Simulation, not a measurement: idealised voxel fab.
voxel ribs on slabs: a process module
FYI the section here is cut, 175 nm wide, cells are 5 nm squares.
Cross-section = grid of square cells, listed top down in bands; band = one or more rows. Per band: top height and bottom height in nm, followed by the left-to-right materials and their widths in nm; "throughout" marks a single material spanning edge to edge, "blank" marks empty space. Beneath 0, the wafer as received is one material, and that level is where height counting begins. The lowest band goes on downward without a bottom; it is written like "z 0 and below". Read "30->40" as a graded width: first number on top, second number at the bottom, same change between each pair of neighbouring rows. Basically "all unchanged" means that step didn't change any cell in the cross-section. "Closed voids list": empty spaces of 8 cells or more with no open way to the top, each given as width x height at distance, distance from the left edge, all in nm. On a step's line, text after the settings is the simulator commenting on that step. When a step includes a mask, the "overlay nm" setting on its line states how far to the right of its planned place that mask lay, and negative values state how far to the left.

PROCESS STEPS - PLAN
- 1: RECEIVE: material Si
- 2: DIRECTIONAL_DEP: material SiO2, thk nm 25
- 3: DIRECTIONAL_DEP: material polySi, thk nm 15
- 4: DIRECTIONAL_DEP: material aC, thk nm 10
- 5: PATTERN: tone cover, mask id RIB, material resist, width nm 20, thk nm 25, overlay nm 0
- 6: DIRECTIONAL_ETCH: etch materials aC, depth nm 10
- 7: STRIP: etch materials resist
- 8: DIRECTIONAL_ETCH: etch materials polySi, depth nm 10
- 9: STRIP: etch materials aC
- 10: PATTERN: tone cover, mask id SLAB, material resist, width nm 70, thk nm 15, overlay nm 0
- 11: DIRECTIONAL_ETCH: etch materials polySi, depth nm 5
- 12: STRIP: etch materials resist
- 13: FILL_DEP: material SiO2, thk nm 25
- 14: CMP: height nm 60
- 15: DIRECTIONAL_DEP: material TiN, thk nm 10
- 16: DIRECTIONAL_DEP: material aC, thk nm 15
- 17: PATTERN: tone cover, mask id HEATER, material resist, width nm 30, thk nm 35, overlay nm 0
- 18: DIRECTIONAL_ETCH: etch materials aC, depth nm 15
- 19: STRIP: etch materials resist
- 20: DIRECTIONAL_ETCH: etch materials TiN, depth nm 10
- 21: STRIP: etch materials aC
- 22: CONFORMAL_DEP: material SiO2, thk nm 5

RECEIVED-STATE CROSS-SECTION, REFLECTING COMPLETION OF STEP 1
    z 0 and below | Si throughout
    Closed voids list: none

CROSS-SECTION, END OF MODULE. START: AS ABOVE. PLAN: AS ABOVE. EXECUTION: ONE MISTAKE
    z 75 to 70 | 65 nm blank, 40 nm SiO2, 70 nm blank
    z 70 to 65 | 65 nm blank, 5 nm SiO2, 30 nm TiN, 5 nm SiO2, 70 nm blank
    z 65 to 60 | 70 nm SiO2, 30 nm TiN, 75 nm SiO2
    z 60 to 40 | SiO2 throughout
    z 40 to 25 | polySi throughout
    z 25 to 0 | SiO2 throughout
    z 0 and below | Si throughout
    Closed voids list: none
Misprocessing identified: step 4 went in with a setting other than planned; the actual run was DIRECTIONAL_DEP: material SiO2, thk nm 10
